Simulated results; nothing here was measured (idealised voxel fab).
process module | voxel transistor to metal
cross-section cut | 150 nm wide | cells 5 nm
A cross-section is a grid of square cells, given in bands from the top down. A band is one or more rows of cells.
Each band's line starts with the height of the band's top and of its bottom, in nm. Then come its materials from left to right, each with its width in nm. One material with "throughout" fills the band from edge to edge. "air" is empty space.
Height 0 is the level under which the wafer as received is all one material. The lowest band goes on downwards, as in "0 down".
A width such as "30 to 40" changes by the same amount from each row of cells to the next, from the band's top row to its bottom row.
"no change" after a step means that no cell of the cross-section changed.
closed voids: empty space of 8 cells or more with no open way to the top, each as width x height at its distance from the left edge, in nm
after a step's settings: what the simulator itself notes on the step
overlay nm, on a step with a mask: how far to the right of its planned place the mask lay; to the left if negative
plan
1 op RECEIVE | material Si
2 op OXIDIZE | depth nm 5
3 op CONFORMAL_DEP | material SiN | thk nm 15
4 op DIRECTIONAL_DEP | material aC | thk nm 15
5 op PATTERN | tone cover | mask id ACTIVE | material resist | width nm 95 | thk nm 30 | overlay nm 0
6 op DIRECTIONAL_ETCH | etch materials aC | depth nm 15
7 op STRIP | etch materials resist
8 op DIRECTIONAL_ETCH | etch materials SiN | depth nm 15
9 op DIRECTIONAL_ETCH | etch materials SiO2 | depth nm 5
10 op DIRECTIONAL_ETCH | etch materials Si | depth nm 35
11 op STRIP | etch materials aC
12 op OXIDIZE | depth nm 5
13 op FILL_DEP | material SiO2 | thk nm 5
14 op CMP | height nm 15
15 op SELECTIVE_ETCH | etch materials SiO2 | depth nm 5
16 op STRIP | etch materials SiN
17 op SELECTIVE_ETCH | etch materials SiO2 | depth nm 5
18 op OXIDIZE | depth nm 5
19 op DIRECTIONAL_DEP | material polySi | thk nm 25
20 op DIRECTIONAL_DEP | material SiCN | thk nm 15
21 op DIRECTIONAL_DEP | material aC | thk nm 10
22 op PATTERN | tone cover | mask id GATE | material resist | width nm 15 | thk nm 30 | overlay nm 0
23 op DIRECTIONAL_ETCH | etch materials aC | depth nm 10
24 op STRIP | etch materials resist
25 op DIRECTIONAL_ETCH | etch materials SiCN | depth nm 25
26 op DIRECTIONAL_ETCH | etch materials polySi | depth nm 35
27 op STRIP | etch materials aC
28 op CONFORMAL_DEP | material SiO2 | thk nm 5
29 op DIRECTIONAL_ETCH | etch materials SiO2 | depth nm 5
30 op CONFORMAL_DEP | material SiN | thk nm 10
31 op DIRECTIONAL_ETCH | etch materials SiN | depth nm 10
32 op DIRECTIONAL_ETCH | etch materials SiO2 | depth nm 5
33 op EPI | material SiGe | thk nm 5
34 op FILL_DEP | material SiO2 | thk nm 10
35 op CMP | height nm 35
36 op DIRECTIONAL_DEP | material SiO2 | thk nm 15
37 op MASKED_ETCH | tone open | mask id CONTACT | width nm 30 | pitch nm 55 | etch materials SiO2 | depth nm 55 | overlay nm 0
38 op CONFORMAL_DEP | material TiN | thk nm 5
39 op FILL_DEP | material W | thk nm 5
40 op CMP | height nm 50
41 op CONFORMAL_DEP | material SiN | thk nm 5
42 op DIRECTIONAL_DEP | material lowk | thk nm 15
43 op MASKED_ETCH | tone open | mask id METAL_1 | width nm 15 | pitch nm 70 | etch materials lowk | depth nm 15 | overlay nm 0
44 op MASKED_ETCH | tone open | mask id METAL_1 | width nm 15 | pitch nm 70 | etch materials SiN | depth nm 5 | overlay nm 0
45 op CONFORMAL_DEP | material TiN | thk nm 5
46 op FILL_DEP | material Cu | thk nm 5
47 op CMP | height nm 70
48 op CONFORMAL_DEP | material SiCN | thk nm 5
first wafer, as planned
as received, after step 1
  0 down: Si throughout
  closed voids: none
after step 2
  0 to -5: SiO2 throughout
  below -5: unchanged
after step 3
  15 to 0: SiN throughout
  below 0: unchanged
after step 4
  30 to 15: aC throughout
  below 15: unchanged
after step 5
  60 to 30: air 25 | resist 95 | air 30
  below 30: unchanged
after step 6
  45 to 30: air 25 | resist 95 | air 30
  30 to 15: air 25 | aC 95 | air 30
  below 15: unchanged
after step 7
  30 to 15: air 25 | aC 95 | air 30
  below 15: unchanged
after step 8
  30 to 15: air 25 | aC 95 | air 30
  15 to 0: air 25 | SiN 95 | air 30
  below 0: unchanged
after step 9
  30 to 15: air 25 | aC 95 | air 30
  15 to 0: air 25 | SiN 95 | air 30
  0 to -5: air 25 | SiO2 95 | air 30
  below -5: unchanged
after step 10
  30 to 15: air 25 | aC 95 | air 30
  15 to 0: air 25 | SiN 95 | air 30
  0 to -5: air 25 | SiO2 95 | air 30
  -5 to -40: air 25 | Si 95 | air 30
  below -40: unchanged
after step 11
  15 to 0: air 25 | SiN 95 | air 30
  below 0: unchanged
after step 12
  15 to 0: air 25 | SiN 95 | air 30
  0 to -5: air 25 | SiO2 95 | air 30
  -5 to -40: air 25 | SiO2 5 | Si 85 | SiO2 5 | air 30
  -40 to -45: SiO2 30 | Si 85 | SiO2 35
  below -45: unchanged
after step 13
  20 to 15: SiO2 throughout
  15 to 0: SiO2 25 | SiN 95 | SiO2 30
  0 to -5: SiO2 throughout
  -5 to -45: SiO2 30 | Si 85 | SiO2 35
  below -45: unchanged
after step 14
  15 to 0: SiO2 25 | SiN 95 | SiO2 30
  below 0: unchanged
after step 15
  15 to 10: air 25 | SiN 95 | air 30
  below 10: unchanged
after step 16
  10 to 0: SiO2 25 | air 95 | SiO2 30
  below 0: unchanged
after step 17
  5 to -5: SiO2 20 | air 105 | SiO2 25
  below -5: unchanged
after step 18
  5 to -5: SiO2 20 | air 105 | SiO2 25
  -5 to -10: SiO2 throughout
  below -10: unchanged
after step 19
  30 to 20: polySi 20 | air 105 | polySi 25
  20 to 5: polySi throughout
  5 to -5: SiO2 20 | polySi 105 | SiO2 25
  below -5: unchanged
after step 20
  45 to 35: SiCN 20 | air 105 | SiCN 25
  35 to 30: SiCN throughout
  30 to 20: polySi 20 | SiCN 105 | polySi 25
  below 20: unchanged
after step 21
  55 to 45: aC 20 | air 105 | aC 25
  45 to 35: SiCN 20 | aC 105 | SiCN 25
  below 35: unchanged
after step 22
  85 to 55: air 65 | resist 15 | air 70
  55 to 45: aC 20 | air 45 | resist 15 | air 45 | aC 25
  below 45: unchanged
after step 23
  75 to 45: air 65 | resist 15 | air 70
  45 to 35: SiCN 20 | air 45 | aC 15 | air 45 | SiCN 25
  below 35: unchanged
after step 24
  45 to 35: SiCN 20 | air 45 | aC 15 | air 45 | SiCN 25
  below 35: unchanged
after step 25
  45 to 35: air 65 | aC 15 | air 70
  35 to 30: air 65 | SiCN 15 | air 70
  30 to 20: polySi 20 | air 45 | SiCN 15 | air 45 | polySi 25
  below 20: unchanged
after step 26
  45 to 35: air 65 | aC 15 | air 70
  35 to 20: air 65 | SiCN 15 | air 70
  20 to 5: air 65 | polySi 15 | air 70
  5 to -5: SiO2 20 | air 45 | polySi 15 | air 45 | SiO2 25
  below -5: unchanged
after step 27
  35 to 20: air 65 | SiCN 15 | air 70
  below 20: unchanged
after step 28
  40 to 35: air 60 | SiO2 25 | air 65
  35 to 20: air 60 | SiO2 5 | SiCN 15 | SiO2 5 | air 65
  20 to 10: air 60 | SiO2 5 | polySi 15 | SiO2 5 | air 65
  10 to 0: SiO2 25 | air 35 | SiO2 5 | polySi 15 | SiO2 5 | air 35 | SiO2 30
  0 to -5: SiO2 65 | polySi 15 | SiO2 70
  below -5: unchanged
after step 29
  35 to 20: air 60 | SiO2 5 | SiCN 15 | SiO2 5 | air 65
  20 to 5: air 60 | SiO2 5 | polySi 15 | SiO2 5 | air 65
  5 to -5: SiO2 25 | air 35 | SiO2 5 | polySi 15 | SiO2 5 | air 35 | SiO2 30
  below -5: unchanged
after step 30
  45 to 35: air 50 | SiN 45 | air 55
  35 to 20: air 50 | SiN 10 | SiO2 5 | SiCN 15 | SiO2 5 | SiN 10 | air 55
  20 to 15: air 50 | SiN 10 | SiO2 5 | polySi 15 | SiO2 5 | SiN 10 | air 55
  15 to 5: SiN 35 | air 15 | SiN 10 | SiO2 5 | polySi 15 | SiO2 5 | SiN 10 | air 15 | SiN 40
  5 to -5: SiO2 25 | SiN 35 | SiO2 5 | polySi 15 | SiO2 5 | SiN 35 | SiO2 30
  below -5: unchanged
after step 31
  35 to 20: air 50 | SiN 10 | SiO2 5 | SiCN 15 | SiO2 5 | SiN 10 | air 55
  20 to 5: air 50 | SiN 10 | SiO2 5 | polySi 15 | SiO2 5 | SiN 10 | air 55
  5 to -5: SiO2 25 | SiN 10 | air 15 | SiN 10 | SiO2 5 | polySi 15 | SiO2 5 | SiN 10 | air 15 | SiN 10 | SiO2 30
  below -5: unchanged
after step 32
  35 to 30: air 50 | SiN 10 | air 5 | SiCN 15 | air 5 | SiN 10 | air 55
  30 to 20: air 50 | SiN 10 | SiO2 5 | SiCN 15 | SiO2 5 | SiN 10 | air 55
  20 to 5: air 50 | SiN 10 | SiO2 5 | polySi 15 | SiO2 5 | SiN 10 | air 55
  5 to 0: air 25 | SiN 10 | air 15 | SiN 10 | SiO2 5 | polySi 15 | SiO2 5 | SiN 10 | air 15 | SiN 10 | air 30
  0 to -5: SiO2 25 | SiN 10 | air 15 | SiN 10 | SiO2 5 | polySi 15 | SiO2 5 | SiN 10 | air 15 | SiN 10 | SiO2 30
  -5 to -10: SiO2 35 | air 15 | SiO2 45 | air 15 | SiO2 40
  below -10: unchanged
after step 33
  35 to 30: air 50 | SiN 10 | air 5 | SiCN 15 | air 5 | SiN 10 | air 55
  30 to 20: air 50 | SiN 10 | SiO2 5 | SiCN 15 | SiO2 5 | SiN 10 | air 55
  20 to 5: air 50 | SiN 10 | SiO2 5 | polySi 15 | SiO2 5 | SiN 10 | air 55
  5 to 0: air 25 | SiN 10 | air 15 | SiN 10 | SiO2 5 | polySi 15 | SiO2 5 | SiN 10 | air 15 | SiN 10 | air 30
  0 to -5: SiO2 25 | SiN 10 | air 15 | SiN 10 | SiO2 5 | polySi 15 | SiO2 5 | SiN 10 | air 15 | SiN 10 | SiO2 30
  -5 to -10: SiO2 35 | SiGe 15 | SiO2 45 | SiGe 15 | SiO2 40
  below -10: unchanged
after step 34
  45 to 35: SiO2 throughout
  35 to 20: SiO2 50 | SiN 10 | SiO2 5 | SiCN 15 | SiO2 5 | SiN 10 | SiO2 55
  20 to 5: SiO2 50 | SiN 10 | SiO2 5 | polySi 15 | SiO2 5 | SiN 10 | SiO2 55
  5 to -5: SiO2 25 | SiN 10 | SiO2 15 | SiN 10 | SiO2 5 | polySi 15 | SiO2 5 | SiN 10 | SiO2 15 | SiN 10 | SiO2 30
  below -5: unchanged
after step 35
  35 to 20: SiO2 50 | SiN 10 | SiO2 5 | SiCN 15 | SiO2 5 | SiN 10 | SiO2 55
  below 20: unchanged
after step 36
  50 to 35: SiO2 throughout
  below 35: unchanged
after step 37
  50 to 35: SiO2 30 | air 30 | SiO2 25 | air 30 | SiO2 35
  35 to 20: SiO2 30 | air 20 | SiN 10 | SiO2 5 | SiCN 15 | SiO2 5 | SiN 10 | air 20 | SiO2 35
  20 to 5: SiO2 30 | air 20 | SiN 10 | SiO2 5 | polySi 15 | SiO2 5 | SiN 10 | air 20 | SiO2 35
  5 to -5: SiO2 25 | SiN 10 | air 15 | SiN 10 | SiO2 5 | polySi 15 | SiO2 5 | SiN 10 | air 15 | SiN 10 | SiO2 30
  below -5: unchanged
after step 38
  55 to 50: TiN 35 | air 20 | TiN 35 | air 20 | TiN 40
  50 to 40: SiO2 30 | TiN 5 | air 20 | TiN 5 | SiO2 25 | TiN 5 | air 20 | TiN 5 | SiO2 35
  40 to 35: SiO2 30 | TiN 5 | air 10 | TiN 15 | SiO2 25 | TiN 15 | air 10 | TiN 5 | SiO2 35
  35 to 20: SiO2 30 | TiN 5 | air 10 | TiN 5 | SiN 10 | SiO2 5 | SiCN 15 | SiO2 5 | SiN 10 | TiN 5 | air 10 | TiN 5 | SiO2 35
  20 to 10: SiO2 30 | TiN 5 | air 10 | TiN 5 | SiN 10 | SiO2 5 | polySi 15 | SiO2 5 | SiN 10 | TiN 5 | air 10 | TiN 5 | SiO2 35
  10 to 5: SiO2 30 | TiN 10 | air 5 | TiN 5 | SiN 10 | SiO2 5 | polySi 15 | SiO2 5 | SiN 10 | TiN 5 | air 5 | TiN 10 | SiO2 35
  5 to 0: SiO2 25 | SiN 10 | TiN 5 | air 5 | TiN 5 | SiN 10 | SiO2 5 | polySi 15 | SiO2 5 | SiN 10 | TiN 5 | air 5 | TiN 5 | SiN 10 | SiO2 30
  0 to -5: SiO2 25 | SiN 10 | TiN 15 | SiN 10 | SiO2 5 | polySi 15 | SiO2 5 | SiN 10 | TiN 15 | SiN 10 | SiO2 30
  below -5: unchanged
after step 39
  60 to 55: W throughout
  55 to 50: TiN 35 | W 20 | TiN 35 | W 20 | TiN 40
  50 to 40: SiO2 30 | TiN 5 | W 20 | TiN 5 | SiO2 25 | TiN 5 | W 20 | TiN 5 | SiO2 35
  40 to 35: SiO2 30 | TiN 5 | W 10 | TiN 15 | SiO2 25 | TiN 15 | W 10 | TiN 5 | SiO2 35
  35 to 20: SiO2 30 | TiN 5 | W 10 | TiN 5 | SiN 10 | SiO2 5 | SiCN 15 | SiO2 5 | SiN 10 | TiN 5 | W 10 | TiN 5 | SiO2 35
  20 to 10: SiO2 30 | TiN 5 | W 10 | TiN 5 | SiN 10 | SiO2 5 | polySi 15 | SiO2 5 | SiN 10 | TiN 5 | W 10 | TiN 5 | SiO2 35
  10 to 5: SiO2 30 | TiN 10 | W 5 | TiN 5 | SiN 10 | SiO2 5 | polySi 15 | SiO2 5 | SiN 10 | TiN 5 | W 5 | TiN 10 | SiO2 35
  5 to 0: SiO2 25 | SiN 10 | TiN 5 | W 5 | TiN 5 | SiN 10 | SiO2 5 | polySi 15 | SiO2 5 | SiN 10 | TiN 5 | W 5 | TiN 5 | SiN 10 | SiO2 30
  below 0: unchanged
after step 40
  50 to 40: SiO2 30 | TiN 5 | W 20 | TiN 5 | SiO2 25 | TiN 5 | W 20 | TiN 5 | SiO2 35
  below 40: unchanged
after step 41
  55 to 50: SiN throughout
  below 50: unchanged
after step 42
  70 to 55: lowk throughout
  below 55: unchanged
after step 43
  70 to 55: lowk 30 | air 15 | lowk 55 | air 15 | lowk 35
  below 55: unchanged
after step 44
  70 to 55: lowk 30 | air 15 | lowk 55 | air 15 | lowk 35
  55 to 50: SiN 30 | air 15 | SiN 55 | air 15 | SiN 35
  below 50: unchanged
after step 45
  75 to 70: TiN 35 | air 5 | TiN 65 | air 5 | TiN 40
  70 to 55: lowk 30 | TiN 5 | air 5 | TiN 5 | lowk 55 | TiN 5 | air 5 | TiN 5 | lowk 35
  55 to 50: SiN 30 | TiN 15 | SiN 55 | TiN 15 | SiN 35
  below 50: unchanged
after step 46
  80 to 75: Cu throughout
  75 to 70: TiN 35 | Cu 5 | TiN 65 | Cu 5 | TiN 40
  70 to 55: lowk 30 | TiN 5 | Cu 5 | TiN 5 | lowk 55 | TiN 5 | Cu 5 | TiN 5 | lowk 35
  below 55: unchanged
after step 47
  70 to 55: lowk 30 | TiN 5 | Cu 5 | TiN 5 | lowk 55 | TiN 5 | Cu 5 | TiN 5 | lowk 35
  below 55: unchanged
after step 48
  75 to 70: SiCN throughout
  below 70: unchanged
second wafer: like start, like plan, one mistake. Through step 16 it matches the first wafer
when step 17 should have ended
  -5 to -15: SiO2 10 | air 20 | Si 85 | air 20 | SiO2 15
  below -15: unchanged
when step 18 should have ended
  -5 to -10: SiO2 10 | air 20 | SiO2 85 | air 20 | SiO2 15
  -10 to -15: SiO2 10 | air 20 | SiO2 5 | Si 75 | SiO2 5 | air 20 | SiO2 15
  -15 to -20: SiO2 35 | Si 75 | SiO2 40
  below -20: unchanged
when step 19 should have ended
  20 to 10: polySi 10 | air 20 | polySi 85 | air 20 | polySi 15
  10 to -5: polySi throughout
  -5 to -10: SiO2 10 | polySi 20 | SiO2 85 | polySi 20 | SiO2 15
  -10 to -15: SiO2 10 | polySi 20 | SiO2 5 | Si 75 | SiO2 5 | polySi 20 | SiO2 15
  below -15: unchanged
when step 20 should have ended
  35 to 25: SiCN 10 | air 20 | SiCN 85 | air 20 | SiCN 15
  25 to 20: SiCN throughout
  20 to 10: polySi 10 | SiCN 20 | polySi 85 | SiCN 20 | polySi 15
  below 10: unchanged
when step 21 should have ended
  45 to 35: aC 10 | air 20 | aC 85 | air 20 | aC 15
  35 to 25: SiCN 10 | aC 20 | SiCN 85 | aC 20 | SiCN 15
  below 25: unchanged
when step 22 should have ended
  75 to 45: air 65 | resist 15 | air 70
  below 45: unchanged
when step 23 should have ended
  65 to 45: air 65 | resist 15 | air 70
  45 to 35: air 65 | aC 15 | air 70
  35 to 25: SiCN 10 | air 20 | SiCN 85 | air 20 | SiCN 15
  below 25: unchanged
when step 24 should have ended
  45 to 35: air 65 | aC 15 | air 70
  below 35: unchanged
when step 25 should have ended
  45 to 35: air 65 | aC 15 | air 70
  35 to 20: air 65 | SiCN 15 | air 70
  20 to 10: polySi 10 | air 20 | polySi 85 | air 20 | polySi 15
  below 10: unchanged
when step 26 should have ended
  45 to 35: air 65 | aC 15 | air 70
  35 to 20: air 65 | SiCN 15 | air 70
  20 to -5: air 65 | polySi 15 | air 70
  -5 to -10: SiO2 10 | air 20 | SiO2 85 | air 20 | SiO2 15
  -10 to -15: SiO2 10 | air 20 | SiO2 5 | Si 75 | SiO2 5 | air 20 | SiO2 15
  below -15: unchanged
when step 27 should have ended
  35 to 20: air 65 | SiCN 15 | air 70
  below 20: unchanged
when step 28 should have ended
  40 to 35: air 60 | SiO2 25 | air 65
  35 to 20: air 60 | SiO2 5 | SiCN 15 | SiO2 5 | air 65
  20 to 0: air 60 | SiO2 5 | polySi 15 | SiO2 5 | air 65
  0 to -5: SiO2 15 | air 10 | SiO2 40 | polySi 15 | SiO2 40 | air 10 | SiO2 20
  -5 to -10: SiO2 15 | air 10 | SiO2 95 | air 10 | SiO2 20
  -10 to -20: SiO2 35 | Si 75 | SiO2 40
  below -20: unchanged
when step 29 should have ended
  35 to 20: air 60 | SiO2 5 | SiCN 15 | SiO2 5 | air 65
  20 to -5: air 60 | SiO2 5 | polySi 15 | SiO2 5 | air 65
  -5 to -10: SiO2 15 | air 10 | SiO2 95 | air 10 | SiO2 20
  -10 to -15: SiO2 15 | air 10 | SiO2 10 | Si 75 | SiO2 10 | air 10 | SiO2 20
  below -15: unchanged
when step 30 should have ended
  45 to 35: air 50 | SiN 45 | air 55
  35 to 20: air 50 | SiN 10 | SiO2 5 | SiCN 15 | SiO2 5 | SiN 10 | air 55
  20 to 5: air 50 | SiN 10 | SiO2 5 | polySi 15 | SiO2 5 | SiN 10 | air 55
  5 to -5: SiN 60 | SiO2 5 | polySi 15 | SiO2 5 | SiN 65
  -5 to -10: SiO2 15 | SiN 10 | SiO2 95 | SiN 10 | SiO2 20
  -10 to -15: SiO2 15 | SiN 10 | SiO2 10 | Si 75 | SiO2 10 | SiN 10 | SiO2 20
  below -15: unchanged
when step 31 should have ended
  35 to 20: air 50 | SiN 10 | SiO2 5 | SiCN 15 | SiO2 5 | SiN 10 | air 55
  20 to -5: air 50 | SiN 10 | SiO2 5 | polySi 15 | SiO2 5 | SiN 10 | air 55
  below -5: unchanged
when step 32 should have ended
  35 to 30: air 50 | SiN 10 | air 5 | SiCN 15 | air 5 | SiN 10 | air 55
  30 to 20: air 50 | SiN 10 | SiO2 5 | SiCN 15 | SiO2 5 | SiN 10 | air 55
  20 to -5: air 50 | SiN 10 | SiO2 5 | polySi 15 | SiO2 5 | SiN 10 | air 55
  -5 to -10: air 15 | SiN 10 | air 25 | SiO2 45 | air 25 | SiN 10 | air 20
  below -10: unchanged
when step 33 should have ended
  35 to 30: air 50 | SiN 10 | air 5 | SiCN 15 | air 5 | SiN 10 | air 55
  30 to 20: air 50 | SiN 10 | SiO2 5 | SiCN 15 | SiO2 5 | SiN 10 | air 55
  20 to -5: air 50 | SiN 10 | SiO2 5 | polySi 15 | SiO2 5 | SiN 10 | air 55
  -5 to -10: air 15 | SiN 10 | air 5 | SiGe 20 | SiO2 45 | SiGe 20 | air 5 | SiN 10 | air 20
  below -10: unchanged
when step 34 should have ended
  45 to 35: SiO2 throughout
  35 to 20: SiO2 50 | SiN 10 | SiO2 5 | SiCN 15 | SiO2 5 | SiN 10 | SiO2 55
  20 to -5: SiO2 50 | SiN 10 | SiO2 5 | polySi 15 | SiO2 5 | SiN 10 | SiO2 55
  -5 to -10: SiO2 15 | SiN 10 | SiO2 5 | SiGe 20 | SiO2 45 | SiGe 20 | SiO2 5 | SiN 10 | SiO2 20
  below -10: unchanged
when step 35 should have ended
  35 to 20: SiO2 50 | SiN 10 | SiO2 5 | SiCN 15 | SiO2 5 | SiN 10 | SiO2 55
  below 20: unchanged
when step 36 should have ended
  50 to 35: SiO2 throughout
  below 35: unchanged
when step 37 should have ended
  50 to 35: SiO2 30 | air 30 | SiO2 25 | air 30 | SiO2 35
  35 to 20: SiO2 30 | air 20 | SiN 10 | SiO2 5 | SiCN 15 | SiO2 5 | SiN 10 | air 20 | SiO2 35
  20 to -5: SiO2 30 | air 20 | SiN 10 | SiO2 5 | polySi 15 | SiO2 5 | SiN 10 | air 20 | SiO2 35
  below -5: unchanged
when step 38 should have ended
  55 to 50: TiN 35 | air 20 | TiN 35 | air 20 | TiN 40
  50 to 40: SiO2 30 | TiN 5 | air 20 | TiN 5 | SiO2 25 | TiN 5 | air 20 | TiN 5 | SiO2 35
  40 to 35: SiO2 30 | TiN 5 | air 10 | TiN 15 | SiO2 25 | TiN 15 | air 10 | TiN 5 | SiO2 35
  35 to 20: SiO2 30 | TiN 5 | air 10 | TiN 5 | SiN 10 | SiO2 5 | SiCN 15 | SiO2 5 | SiN 10 | TiN 5 | air 10 | TiN 5 | SiO2 35
  20 to 0: SiO2 30 | TiN 5 | air 10 | TiN 5 | SiN 10 | SiO2 5 | polySi 15 | SiO2 5 | SiN 10 | TiN 5 | air 10 | TiN 5 | SiO2 35
  0 to -5: SiO2 30 | TiN 20 | SiN 10 | SiO2 5 | polySi 15 | SiO2 5 | SiN 10 | TiN 20 | SiO2 35
  below -5: unchanged
when step 39 should have ended
  60 to 55: W throughout
  55 to 50: TiN 35 | W 20 | TiN 35 | W 20 | TiN 40
  50 to 40: SiO2 30 | TiN 5 | W 20 | TiN 5 | SiO2 25 | TiN 5 | W 20 | TiN 5 | SiO2 35
  40 to 35: SiO2 30 | TiN 5 | W 10 | TiN 15 | SiO2 25 | TiN 15 | W 10 | TiN 5 | SiO2 35
  35 to 20: SiO2 30 | TiN 5 | W 10 | TiN 5 | SiN 10 | SiO2 5 | SiCN 15 | SiO2 5 | SiN 10 | TiN 5 | W 10 | TiN 5 | SiO2 35
  20 to 0: SiO2 30 | TiN 5 | W 10 | TiN 5 | SiN 10 | SiO2 5 | polySi 15 | SiO2 5 | SiN 10 | TiN 5 | W 10 | TiN 5 | SiO2 35
  below 0: unchanged
when step 40 should have ended
  50 to 40: SiO2 30 | TiN 5 | W 20 | TiN 5 | SiO2 25 | TiN 5 | W 20 | TiN 5 | SiO2 35
  below 40: unchanged
when step 41 should have ended
  55 to 50: SiN throughout
  below 50: unchanged
when step 42 should have ended
  70 to 55: lowk throughout
  below 55: unchanged
when step 43 should have ended
  70 to 55: lowk 30 | air 15 | lowk 55 | air 15 | lowk 35
  below 55: unchanged
when step 44 should have ended
  70 to 55: lowk 30 | air 15 | lowk 55 | air 15 | lowk 35
  55 to 50: SiN 30 | air 15 | SiN 55 | air 15 | SiN 35
  below 50: unchanged
when step 45 should have ended
  75 to 70: TiN 35 | air 5 | TiN 65 | air 5 | TiN 40
  70 to 55: lowk 30 | TiN 5 | air 5 | TiN 5 | lowk 55 | TiN 5 | air 5 | TiN 5 | lowk 35
  55 to 50: SiN 30 | TiN 15 | SiN 55 | TiN 15 | SiN 35
  below 50: unchanged
when step 46 should have ended
  80 to 75: Cu throughout
  75 to 70: TiN 35 | Cu 5 | TiN 65 | Cu 5 | TiN 40
  70 to 55: lowk 30 | TiN 5 | Cu 5 | TiN 5 | lowk 55 | TiN 5 | Cu 5 | TiN 5 | lowk 35
  below 55: unchanged
when step 47 should have ended
  70 to 55: lowk 30 | TiN 5 | Cu 5 | TiN 5 | lowk 55 | TiN 5 | Cu 5 | TiN 5 | lowk 35
  below 55: unchanged
when step 48 should have ended
  75 to 70: SiCN throughout
  below 70: unchanged
what went wrong: step 17 ran as: op SELECTIVE_ETCH | etch materials SiO2 | depth nm 15
at the end the second wafer has, in cells: 4 fewer of Si | 2 more of SiGe | 2 fewer of SiO2 | 4 more of W
